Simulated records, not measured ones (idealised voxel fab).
The name of this process module is voxel gate over fins.
The cross-section shown here is cut; it is 240 nm wide and divided into square cells measuring 5 nm on a side.
Reading order for cross-sections: top band down to bottom band. Underlying form: a grid of square cells. Band size: one or more rows of cells. Band: top and bottom heights (nm) first, top before bottom; then materials from left to right, widths in nm. "throughout" marks a sole material filling the band edge to edge. "blank" denotes empty space. For the purposes of this specification, 0 denotes the height below which the wafer in its as-received condition is composed wholly of one material, and the lowermost band, lacking a lower limit, extends downward without end, as expressed in "0 down". Think of "30..40" as a width that walks from the first number to the second as you go down the band, top row to bottom row, taking equal-sized steps from row to row. When a step is marked "left unchanged", none of the cells in the cross-section changed during that step. Heads up: "Unvented cavities" only lists the empty pockets with no open path to the top that are 8 cells or more, and it writes them as width x height at distance, distance from the left edge, in nm. What comes after the settings on a step's line is commentary from the simulator itself on that step. overlay nm: right-of-plan distance of the mask on a masked step; negative values mean left-of-plan.
# Listed below are the process steps as planned
1: RECEIVE: material Si
2: CONFORMAL_DEP: material SiN, thk nm 5
3: DIRECTIONAL_DEP: material aC, thk nm 10
4: PATTERN: tone cover, mask id FINS, material resist, width nm 15, pitch nm 35, thk nm 30, overlay nm 0
5: DIRECTIONAL_ETCH: etch materials aC, depth nm 10
6: STRIP: etch materials resist
7: DIRECTIONAL_ETCH: etch materials SiN, depth nm 5
8: DIRECTIONAL_ETCH: etch materials Si, depth nm 35
9: STRIP: etch materials aC
10: FILL_DEP: material SiO2, thk nm 10
11: CMP: height nm 5
12: SELECTIVE_ETCH: etch materials SiO2, depth nm 20
13: STRIP: etch materials SiN
14: CONFORMAL_DEP: material HfO2, thk nm 5
15: CONFORMAL_DEP: material TiN, thk nm 5
16: FILL_DEP: material W, thk nm 10
17: CMP: height nm 15
18: CONFORMAL_DEP: material SiCN, thk nm 5
# Concerning the first of two wafers, which was run in accordance with the plan
# Cross-section of the wafer as it came to us, i.e., already through step 1
	0 down: Si throughout
	Unvented cavities: none
# Cross-section of the wafer after step 2
	5 to 0: SiN throughout
	Below 0, no change.
# Cross-section of the wafer after step 3
	15 to 5: aC throughout
	Below 5, no change.
# Cross-section of the wafer after step 4
	45 to 15: 60 blank  15 resist  20 blank  15 resist  20 blank  15 resist  20 blank  15 resist  60 blank
	Below 15, no change.
# Cross-section of the wafer after step 5
	35 to 15: 60 blank  15 resist  20 blank  15 resist  20 blank  15 resist  20 blank  15 resist  60 blank
	15 to 5: 60 blank  15 aC  20 blank  15 aC  20 blank  15 aC  20 blank  15 aC  60 blank
	Below 5, no change.
# Cross-section of the wafer after step 6
	15 to 5: 60 blank  15 aC  20 blank  15 aC  20 blank  15 aC  20 blank  15 aC  60 blank
	Below 5, no change.
# Cross-section of the wafer after step 7
	15 to 5: 60 blank  15 aC  20 blank  15 aC  20 blank  15 aC  20 blank  15 aC  60 blank
	5 to 0: 60 blank  15 SiN  20 blank  15 SiN  20 blank  15 SiN  20 blank  15 SiN  60 blank
	Below 0, no change.
# Cross-section of the wafer after step 8
	15 to 5: 60 blank  15 aC  20 blank  15 aC  20 blank  15 aC  20 blank  15 aC  60 blank
	5 to 0: 60 blank  15 SiN  20 blank  15 SiN  20 blank  15 SiN  20 blank  15 SiN  60 blank
	0 to -35: 60 blank  15 Si  20 blank  15 Si  20 blank  15 Si  20 blank  15 Si  60 blank
	Below -35, no change.
# Cross-section of the wafer after step 9
	5 to 0: 60 blank  15 SiN  20 blank  15 SiN  20 blank  15 SiN  20 blank  15 SiN  60 blank
	Below 0, no change.
# Cross-section of the wafer after step 10
	15 to 5: SiO2 throughout
	5 to 0: 60 SiO2  15 SiN  20 SiO2  15 SiN  20 SiO2  15 SiN  20 SiO2  15 SiN  60 SiO2
	0 to -35: 60 SiO2  15 Si  20 SiO2  15 Si  20 SiO2  15 Si  20 SiO2  15 Si  60 SiO2
	Below -35, no change.
# Cross-section of the wafer after step 11
	5 to 0: 60 SiO2  15 SiN  20 SiO2  15 SiN  20 SiO2  15 SiN  20 SiO2  15 SiN  60 SiO2
	Below 0, no change.
# Cross-section of the wafer after step 12
	5 to 0: 60 blank  15 SiN  20 blank  15 SiN  20 blank  15 SiN  20 blank  15 SiN  60 blank
	0 to -15: 60 blank  15 Si  20 blank  15 Si  20 blank  15 Si  20 blank  15 Si  60 blank
	Below -15, no change.
# Cross-section of the wafer after step 13
	0 to -15: 60 blank  15 Si  20 blank  15 Si  20 blank  15 Si  20 blank  15 Si  60 blank
	Below -15, no change.
# Cross-section of the wafer after step 14
	5 to 0: 55 blank  25 HfO2  10 blank  25 HfO2  10 blank  25 HfO2  10 blank  25 HfO2  55 blank
	0 to -10: 55 blank  5 HfO2  15 Si  5 HfO2  10 blank  5 HfO2  15 Si  5 HfO2  10 blank  5 HfO2  15 Si  5 HfO2  10 blank  5 HfO2  15 Si  5 HfO2  55 blank
	-10 to -15: 60 HfO2  15 Si  20 HfO2  15 Si  20 HfO2  15 Si  20 HfO2  15 Si  60 HfO2
	Below -15, no change.
# Cross-section of the wafer after step 15
	10 to 5: 50 blank  140 TiN  50 blank
	5 to 0: 50 blank  5 TiN  25 HfO2  10 TiN  25 HfO2  10 TiN  25 HfO2  10 TiN  25 HfO2  5 TiN  50 blank
	0 to -5: 50 blank  5 TiN  5 HfO2  15 Si  5 HfO2  10 TiN  5 HfO2  15 Si  5 HfO2  10 TiN  5 HfO2  15 Si  5 HfO2  10 TiN  5 HfO2  15 Si  5 HfO2  5 TiN  50 blank
	-5 to -10: 55 TiN  5 HfO2  15 Si  5 HfO2  10 TiN  5 HfO2  15 Si  5 HfO2  10 TiN  5 HfO2  15 Si  5 HfO2  10 TiN  5 HfO2  15 Si  5 HfO2  55 TiN
	Below -10, no change.
# Cross-section of the wafer after step 16
	20 to 10: W throughout
	10 to 5: 50 W  140 TiN  50 W
	5 to 0: 50 W  5 TiN  25 HfO2  10 TiN  25 HfO2  10 TiN  25 HfO2  10 TiN  25 HfO2  5 TiN  50 W
	0 to -5: 50 W  5 TiN  5 HfO2  15 Si  5 HfO2  10 TiN  5 HfO2  15 Si  5 HfO2  10 TiN  5 HfO2  15 Si  5 HfO2  10 TiN  5 HfO2  15 Si  5 HfO2  5 TiN  50 W
	Below -5, no change.
# Cross-section of the wafer after step 17
	15 to 10: W throughout
	Below 10, no change.
# Cross-section of the wafer after step 18
	20 to 15: SiCN throughout
	Below 15, no change.
# Second wafer: same start and same plan as the first, one execution error; identical to the first through step 3
# when step 4 should have ended
	45 to 15: 60 resist  15 blank  20 resist  15 blank  20 resist  15 blank  20 resist  15 blank  60 resist
	Below 15, no change.
# when step 5 should have ended
	35 to 15: 60 resist  15 blank  20 resist  15 blank  20 resist  15 blank  20 resist  15 blank  60 resist
	15 to 5: 60 aC  15 blank  20 aC  15 blank  20 aC  15 blank  20 aC  15 blank  60 aC
	Below 5, no change.
# when step 6 should have ended
	15 to 5: 60 aC  15 blank  20 aC  15 blank  20 aC  15 blank  20 aC  15 blank  60 aC
	Below 5, no change.
# when step 7 should have ended
	15 to 5: 60 aC  15 blank  20 aC  15 blank  20 aC  15 blank  20 aC  15 blank  60 aC
	5 to 0: 60 SiN  15 blank  20 SiN  15 blank  20 SiN  15 blank  20 SiN  15 blank  60 SiN
	Below 0, no change.
# when step 8 should have ended
	15 to 5: 60 aC  15 blank  20 aC  15 blank  20 aC  15 blank  20 aC  15 blank  60 aC
	5 to 0: 60 SiN  15 blank  20 SiN  15 blank  20 SiN  15 blank  20 SiN  15 blank  60 SiN
	0 to -35: 60 Si  15 blank  20 Si  15 blank  20 Si  15 blank  20 Si  15 blank  60 Si
	Below -35, no change.
# when step 9 should have ended
	5 to 0: 60 SiN  15 blank  20 SiN  15 blank  20 SiN  15 blank  20 SiN  15 blank  60 SiN
	Below 0, no change.
# when step 10 should have ended
	15 to 5: SiO2 throughout
	5 to 0: 60 SiN  15 SiO2  20 SiN  15 SiO2  20 SiN  15 SiO2  20 SiN  15 SiO2  60 SiN
	0 to -35: 60 Si  15 SiO2  20 Si  15 SiO2  20 Si  15 SiO2  20 Si  15 SiO2  60 Si
	Below -35, no change.
# when step 11 should have ended
	5 to 0: 60 SiN  15 SiO2  20 SiN  15 SiO2  20 SiN  15 SiO2  20 SiN  15 SiO2  60 SiN
	Below 0, no change.
# when step 12 should have ended
	5 to 0: 60 SiN  15 blank  20 SiN  15 blank  20 SiN  15 blank  20 SiN  15 blank  60 SiN
	0 to -15: 60 Si  15 blank  20 Si  15 blank  20 Si  15 blank  20 Si  15 blank  60 Si
	Below -15, no change.
# when step 13 should have ended
	0 to -15: 60 Si  15 blank  20 Si  15 blank  20 Si  15 blank  20 Si  15 blank  60 Si
	Below -15, no change.
# when step 14 should have ended
	5 to 0: 65 HfO2  5 blank  30 HfO2  5 blank  30 HfO2  5 blank  30 HfO2  5 blank  65 HfO2
	0 to -10: 60 Si  5 HfO2  5 blank  5 HfO2  20 Si  5 HfO2  5 blank  5 HfO2  20 Si  5 HfO2  5 blank  5 HfO2  20 Si  5 HfO2  5 blank  5 HfO2  60 Si
	-10 to -15: 60 Si  15 HfO2  20 Si  15 HfO2  20 Si  15 HfO2  20 Si  15 HfO2  60 Si
	Below -15, no change.
# when step 15 should have ended
	10 to 5: TiN throughout
	5 to 0: 65 HfO2  5 TiN  30 HfO2  5 TiN  30 HfO2  5 TiN  30 HfO2  5 TiN  65 HfO2
	0 to -10: 60 Si  5 HfO2  5 TiN  5 HfO2  20 Si  5 HfO2  5 TiN  5 HfO2  20 Si  5 HfO2  5 TiN  5 HfO2  20 Si  5 HfO2  5 TiN  5 HfO2  60 Si
	Below -10, no change.
# when step 16 should have ended
	20 to 10: W throughout
	Below 10, no change.
# when step 17 should have ended
	15 to 10: W throughout
	Below 10, no change.
# when step 18 should have ended
	20 to 15: SiCN throughout
	Below 15, no change.
what went wrong: step 4 ran as: PATTERN: tone open, mask id FINS, material resist, width nm 15, pitch nm 35, thk nm 30, overlay nm 0
Upon completion, the second wafer contains, in terms of cells, a greater or smaller amount of certain materials than the first wafer: 168 more of Si, 96 fewer of SiO2, 12 fewer of TiN, 60 fewer of W
